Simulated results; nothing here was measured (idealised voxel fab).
Title: Process Module voxel self aligned vias
Each square cell in cross-section cut measures 5 nm, and the section as a whole is 215 nm wide.
Cross-section = grid of square cells, listed top down in bands; band = one or more rows. Heads up on the band format: heights come first, top then bottom, in nm. After that it's the materials left to right, each with its width in nm. A single material flagged "full width" fills the whole band edge to edge, and "air" means there's empty space there. Heights are reckoned from 0. Under this level, the received wafer is all of one material. The bottommost band is open-ended downward, for example "0 and below". Graded width ("30->40"): value in top row of band = first number; value in bottom row = second number; row-to-row change constant. A step reported as "no modification" is a step in which no cell of the cross-section changed. Closed-off voids of 8+ cells (no open route to the top) go in "Fully sealed cavities", written width x height at distance from the left edge, in nm. Past the settings on a step's line: simulator remark, on that step. For masked steps, "overlay nm" on the step line gives how far right of plan the mask actually lay; a minus sign means it lay to the left.
List of planned process steps:
1,RECEIVE, material Si
2,CONFORMAL_DEP, material SiO2, thk nm 10
3,CONFORMAL_DEP, material SiCN, thk nm 5
4,DIRECTIONAL_DEP, material lowk, thk nm 20
5,MASKED_ETCH, tone open, mask id LINES, width nm 30, pitch nm 60, etch materials lowk, depth nm 20, overlay nm 0
6,CONFORMAL_DEP, material TiN, thk nm 5
7,FILL_DEP, material W, thk nm 5
8,CMP, height nm 35
9,SELECTIVE_ETCH, etch materials W Ru TiN, depth nm 10
10,FILL_DEP, material SiN, thk nm 10
11,CMP, height nm 35
12,DIRECTIONAL_DEP, material lowk, thk nm 20
13,PATTERN, tone open, mask id VIAS, material resist, width nm 40, pitch nm 60, thk nm 15, overlay nm 0
14,DIRECTIONAL_ETCH, etch materials lowk, depth nm 20
15,DIRECTIONAL_ETCH, etch materials SiN, depth nm 10
16,STRIP, etch materials resist
17,CONFORMAL_DEP, material TiN, thk nm 5
18,FILL_DEP, material Cu, thk nm 10
19,CMP, height nm 55
20,CONFORMAL_DEP, material SiCN, thk nm 5
as received, after step 1:
- 0 and below = Si full width
- Fully sealed cavities: none
Final wafer profile in cross-section after the module, from the same start and plan as above, with one mistake made during processing:
- 60 down to 55 = SiCN full width
- 55 down to 50 = lowk=25  TiN=15  Cu=10  TiN=15  lowk=20  TiN=15  Cu=10  TiN=15  lowk=20  TiN=15  Cu=10  TiN=15  lowk=30
- 50 down to 35 = lowk=25  TiN=40  lowk=20  TiN=40  lowk=20  TiN=40  lowk=30
- 35 down to 25 = lowk=30  TiN=30  lowk=30  TiN=30  lowk=30  TiN=30  lowk=35
- 25 down to 20 = lowk=30  TiN=5  W=20  TiN=5  lowk=30  TiN=5  W=20  TiN=5  lowk=30  TiN=5  W=20  TiN=5  lowk=35
- 20 down to 15 = lowk=30  TiN=30  lowk=30  TiN=30  lowk=30  TiN=30  lowk=35
- 15 down to 10 = SiCN full width
- 10 down to 0 = SiO2 full width
- 0 and below = Si full width
- Fully sealed cavities: none
Diagnosis: step 17, actual vs plan mismatch, actual run CONFORMAL_DEP, material TiN, thk nm 15
